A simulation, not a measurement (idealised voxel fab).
process module | voxel self aligned contacts
cross-section cut | 260 nm wide | cells 5 nm
A cross-section is a grid of square cells, given in bands from the top down. A band is one or more rows of cells.
Each band's line starts with the height of the band's top and of its bottom, in nm. Then come its materials from left to right, each with its width in nm. One material with "throughout" fills the band from edge to edge. "air" is empty space.
Height 0 is the level under which the wafer as received is all one material. The lowest band goes on downwards, as in "0 down".
A width such as "30 to 40" changes by the same amount from each row of cells to the next, from the band's top row to its bottom row.
"no change" after a step means that no cell of the cross-section changed.
closed voids: empty space of 8 cells or more with no open way to the top, each as width x height at its distance from the left edge, in nm
after a step's settings: what the simulator itself notes on the step
overlay nm, on a step with a mask: how far to the right of its planned place the mask lay; to the left if negative
plan
1 op RECEIVE | material Si
2 op CONFORMAL_DEP | material SiO2 | thk nm 5
3 op DIRECTIONAL_DEP | material polySi | thk nm 30
4 op DIRECTIONAL_DEP | material SiN | thk nm 25
5 op MASKED_ETCH | tone cover | mask id GATE | width nm 25 | pitch nm 60 | etch materials SiN | depth nm 25 | overlay nm 0
6 op MASKED_ETCH | tone cover | mask id GATE | width nm 25 | pitch nm 60 | etch materials polySi | depth nm 30 | overlay nm 0
7 op CONFORMAL_DEP | material SiN | thk nm 10
8 op DIRECTIONAL_ETCH | etch materials SiN | depth nm 10
9 op FILL_DEP | material SiO2 | thk nm 15
10 op CMP | height nm 65
11 op MASKED_ETCH | tone open | mask id CONTACT | width nm 45 | pitch nm 60 | etch materials SiO2 | depth nm 65 | overlay nm 0
12 op CONFORMAL_DEP | material TiN | thk nm 5
13 op FILL_DEP | material W | thk nm 5
14 op CMP | height nm 65
15 op CONFORMAL_DEP | material SiCN | thk nm 5
as received, after step 1
  0 down: Si throughout
  closed voids: none
first wafer at the end, as planned
  70 to 65: SiCN throughout
  65 to 60: SiO2 75 | TiN 20 | W 5 | TiN 20 | SiO2 15 | TiN 20 | W 5 | TiN 20 | SiO2 80
  60 to 35: SiO2 45 | SiN 45 | TiN 5 | W 5 | TiN 5 | SiN 45 | TiN 5 | W 5 | TiN 5 | SiN 45 | SiO2 50
  35 to 5: SiO2 45 | SiN 10 | polySi 25 | SiN 10 | TiN 5 | W 5 | TiN 5 | SiN 10 | polySi 25 | SiN 10 | TiN 5 | W 5 | TiN 5 | SiN 10 | polySi 25 | SiN 10 | SiO2 50
  5 to 0: SiO2 90 | TiN 15 | SiO2 45 | TiN 15 | SiO2 95
  0 down: Si throughout
  closed voids: none
second wafer at the end: like start, like plan, one mistake
  70 to 65: SiCN throughout
  65 to 60: SiO2 75 | TiN 20 | W 5 | TiN 20 | SiO2 15 | TiN 20 | W 5 | TiN 20 | SiO2 80
  60 to 35: SiO2 45 | SiN 10 | polySi 25 | SiN 10 | TiN 5 | W 5 | TiN 5 | SiN 10 | polySi 25 | SiN 10 | TiN 5 | W 5 | TiN 5 | SiN 10 | polySi 25 | SiN 10 | SiO2 50
  35 to 30: SiO2 45 | SiN 10 | polySi 25 | SiN 10 | TiN 15 | SiN 10 | polySi 25 | SiN 10 | TiN 15 | SiN 10 | polySi 25 | SiN 10 | SiO2 50
  30 to 5: SiN throughout
  5 to 0: SiO2 throughout
  0 down: Si throughout
  closed voids: none
what went wrong: steps 3 and 4 were swapped
at the end the second wafer has, in cells: 125 more of SiN | 89 fewer of SiO2 | 24 fewer of TiN | 12 fewer of W
